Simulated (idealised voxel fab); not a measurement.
process module | voxel wiring stack
cross-section cut | 230 nm wide | cells 5 nm
A cross-section is a grid of square cells, given in bands from the top down. A band is one or more rows of cells.
Each band's line starts with the height of the band's top and of its bottom, in nm. Then come its materials from left to right, each with its width in nm. One material with "throughout" fills the band from edge to edge. "air" is empty space.
Height 0 is the level under which the wafer as received is all one material. The lowest band goes on downwards, as in "0 down".
A width such as "30 to 40" changes by the same amount from each row of cells to the next, from the band's top row to its bottom row.
"no change" after a step means that no cell of the cross-section changed.
closed voids: empty space of 8 cells or more with no open way to the top, each as width x height at its distance from the left edge, in nm
after a step's settings: what the simulator itself notes on the step
overlay nm, on a step with a mask: how far to the right of its planned place the mask lay; to the left if negative
plan
1 op RECEIVE | material Si
2 op CONFORMAL_DEP | material SiO2 | thk nm 10
3 op DIRECTIONAL_DEP | material TiN | thk nm 5
4 op DIRECTIONAL_DEP | material Ru | thk nm 25
5 op MASKED_ETCH | tone cover | mask id METAL_1 | width nm 25 | pitch nm 40 | etch materials Ru | depth nm 25 | overlay nm 0
6 op MASKED_ETCH | tone cover | mask id METAL_1 | width nm 25 | pitch nm 40 | etch materials TiN | depth nm 5 | overlay nm 0
7 op CONFORMAL_DEP | material SiN | thk nm 5
8 op FILL_DEP | material lowk | thk nm 10
9 op CMP | height nm 40
10 op CONFORMAL_DEP | material SiCN | thk nm 5
11 op DIRECTIONAL_DEP | material SiO2 | thk nm 15
12 op DIRECTIONAL_DEP | material aC | thk nm 15
13 op PATTERN | tone open | mask id PLUG_1 | material resist | width nm 15 | pitch nm 80 | thk nm 35 | overlay nm 0
14 op DIRECTIONAL_ETCH | etch materials aC | depth nm 15
15 op STRIP | etch materials resist
16 op DIRECTIONAL_ETCH | etch materials SiO2 | depth nm 15
17 op DIRECTIONAL_ETCH | etch materials SiCN | depth nm 5
18 op STRIP | etch materials aC
19 op CONFORMAL_DEP | material TiN | thk nm 5
20 op FILL_DEP | material Ru | thk nm 5
21 op CMP | height nm 60
22 op DIRECTIONAL_DEP | material TiN | thk nm 5
23 op DIRECTIONAL_DEP | material Ru | thk nm 20
24 op MASKED_ETCH | tone cover | mask id METAL_2 | width nm 25 | pitch nm 40 | etch materials Ru | depth nm 20 | overlay nm 0
25 op MASKED_ETCH | tone cover | mask id METAL_2 | width nm 25 | pitch nm 40 | etch materials TiN | depth nm 5 | overlay nm 0
26 op CONFORMAL_DEP | material SiN | thk nm 5
27 op FILL_DEP | material lowk | thk nm 10
28 op CMP | height nm 85
29 op CONFORMAL_DEP | material SiCN | thk nm 5
varied across the wafers: thk nm of step 7. The plan shows the first wafer's value. All wafers start alike
first wafer as received, after step 1
  0 down: Si throughout
  closed voids: none
first wafer at the end, after step 29
  90 to 85: SiCN throughout
  85 to 65: lowk 35 | SiN 5 | Ru 25 | SiN 5 | lowk 5 | SiN 5 | Ru 25 | SiN 5 | lowk 5 | SiN 5 | Ru 25 | SiN 5 | lowk 5 | SiN 5 | Ru 25 | SiN 5 | lowk 40
  65 to 60: SiN 40 | TiN 25 | SiN 15 | TiN 25 | SiN 15 | TiN 25 | SiN 15 | TiN 25 | SiN 45
  60 to 45: SiO2 40 | TiN 5 | Ru 5 | TiN 5 | SiO2 65 | TiN 5 | Ru 5 | TiN 5 | SiO2 95
  45 to 40: SiCN 40 | TiN 15 | SiCN 65 | TiN 15 | SiCN 95
  40 to 15: lowk 35 | SiN 5 | Ru 25 | SiN 5 | lowk 5 | SiN 5 | Ru 25 | SiN 5 | lowk 5 | SiN 5 | Ru 25 | SiN 5 | lowk 5 | SiN 5 | Ru 25 | SiN 5 | lowk 40
  15 to 10: SiN 40 | TiN 25 | SiN 15 | TiN 25 | SiN 15 | TiN 25 | SiN 15 | TiN 25 | SiN 45
  10 to 0: SiO2 throughout
  0 down: Si throughout
  closed voids: none
last wafer at the end
  90 to 85: SiCN throughout
  85 to 65: lowk 35 | SiN 5 | Ru 25 | SiN 5 | lowk 5 | SiN 5 | Ru 25 | SiN 5 | lowk 5 | SiN 5 | Ru 25 | SiN 5 | lowk 5 | SiN 5 | Ru 25 | SiN 5 | lowk 40
  65 to 60: SiN 40 | TiN 25 | SiN 15 | TiN 25 | SiN 15 | TiN 25 | SiN 15 | TiN 25 | SiN 45
  60 to 45: SiO2 40 | TiN 5 | Ru 5 | TiN 5 | SiO2 65 | TiN 5 | Ru 5 | TiN 5 | SiO2 95
  45 to 40: SiCN 40 | TiN 15 | SiCN 65 | TiN 15 | SiCN 95
  40 to 30: lowk 20 | SiN 20 | Ru 25 | SiN 15 | Ru 25 | SiN 15 | Ru 25 | SiN 15 | Ru 25 | SiN 20 | lowk 25
  30 to 15: SiN 40 | Ru 25 | SiN 15 | Ru 25 | SiN 15 | Ru 25 | SiN 15 | Ru 25 | SiN 45
  15 to 10: SiN 40 | TiN 25 | SiN 15 | TiN 25 | SiN 15 | TiN 25 | SiN 15 | TiN 25 | SiN 45
  10 to 0: SiO2 throughout
  0 down: Si throughout
  closed voids: none
each wafer at the end: cells of each material gained (+) or lost (-) since it was received, then its closed voids
thk nm 5 | +186 Ru | +86 SiCN | +124 SiN | +212 SiO2 | +58 TiN | +162 lowk | closed voids: none
thk nm 10 | +186 Ru | +86 SiCN | +162 SiN | +212 SiO2 | +58 TiN | +124 lowk | closed voids: none
thk nm 15 | +186 Ru | +86 SiCN | +181 SiN | +212 SiO2 | +58 TiN | +105 lowk | closed voids: none
thk nm 20 | +186 Ru | +86 SiCN | +196 SiN | +212 SiO2 | +58 TiN | +90 lowk | closed voids: none
